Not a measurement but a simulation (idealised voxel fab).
process module | voxel self aligned contacts
cross-section cut | 290 nm wide | cells 5 nm
A cross-section is a grid of square cells, given in bands from the top down. A band is one or more rows of cells.
Each band's line starts with the height of the band's top and of its bottom, in nm. Then come its materials from left to right, each with its width in nm. One material with "throughout" fills the band from edge to edge. "air" is empty space.
Height 0 is the level under which the wafer as received is all one material. The lowest band goes on downwards, as in "0 down".
A width such as "30 to 40" changes by the same amount from each row of cells to the next, from the band's top row to its bottom row.
"no change" after a step means that no cell of the cross-section changed.
closed voids: empty space of 8 cells or more with no open way to the top, each as width x height at its distance from the left edge, in nm
after a step's settings: what the simulator itself notes on the step
overlay nm, on a step with a mask: how far to the right of its planned place the mask lay; to the left if negative
plan
1 op RECEIVE | material Si
2 op CONFORMAL_DEP | material SiO2 | thk nm 5
3 op DIRECTIONAL_DEP | material polySi | thk nm 25
4 op DIRECTIONAL_DEP | material SiN | thk nm 15
5 op PATTERN | tone cover | mask id GATE | material resist | width nm 35 | pitch nm 60 | thk nm 15 | overlay nm 0
6 op DIRECTIONAL_ETCH | etch materials SiN | depth nm 15
7 op DIRECTIONAL_ETCH | etch materials polySi | depth nm 25
8 op STRIP | etch materials resist
9 op CONFORMAL_DEP | material SiN | thk nm 5
10 op DIRECTIONAL_ETCH | etch materials SiN | depth nm 5
11 op FILL_DEP | material SiO2 | thk nm 20
12 op CMP | height nm 55
13 op DIRECTIONAL_DEP | material aC | thk nm 15
14 op PATTERN | tone open | mask id CONTACT | material resist | width nm 35 | thk nm 35 | overlay nm 0
15 op DIRECTIONAL_ETCH | etch materials aC | depth nm 15
16 op STRIP | etch materials resist
17 op DIRECTIONAL_ETCH | etch materials SiO2 | depth nm 55
18 op STRIP | etch materials aC
19 op CONFORMAL_DEP | material TiN | thk nm 5
20 op FILL_DEP | material Ru | thk nm 10
21 op CMP | height nm 55
22 op CONFORMAL_DEP | material SiCN | thk nm 5
as received, after step 1
  0 down: Si throughout
  closed voids: none
first wafer at the end, as planned
  60 to 55: SiCN throughout
  55 to 45: SiO2 125 | TiN 5 to 15 | Ru 25 to 5 | TiN 5 to 15 | SiO2 130
  45 to 30: SiO2 90 | SiN 45 | TiN 5 | Ru 5 | TiN 5 | SiN 45 | SiO2 95
  30 to 5: SiO2 90 | SiN 5 | polySi 35 | SiN 5 | TiN 5 | Ru 5 | TiN 5 | SiN 5 | polySi 35 | SiN 5 | SiO2 95
  5 to 0: SiO2 135 | TiN 15 | SiO2 140
  0 down: Si throughout
  closed voids: none
second wafer at the end: like start, like plan, one mistake
  60 to 55: SiCN throughout
  55 to 50: SiO2 90 | SiN 45 | TiN 5 | Ru 5 | TiN 5 | SiN 45 | SiO2 95
  50 to 45: SiO2 90 | SiN 45 | TiN 15 | SiN 45 | SiO2 95
  45 to 30: SiN throughout
  30 to 5: polySi throughout
  5 to 0: SiO2 throughout
  0 down: Si throughout
  closed voids: none
what went wrong: step 4 was run twice
at the end the second wafer has, in cells: 13 fewer of Ru | 136 more of SiN | 321 fewer of SiO2 | 22 fewer of TiN | 220 more of polySi
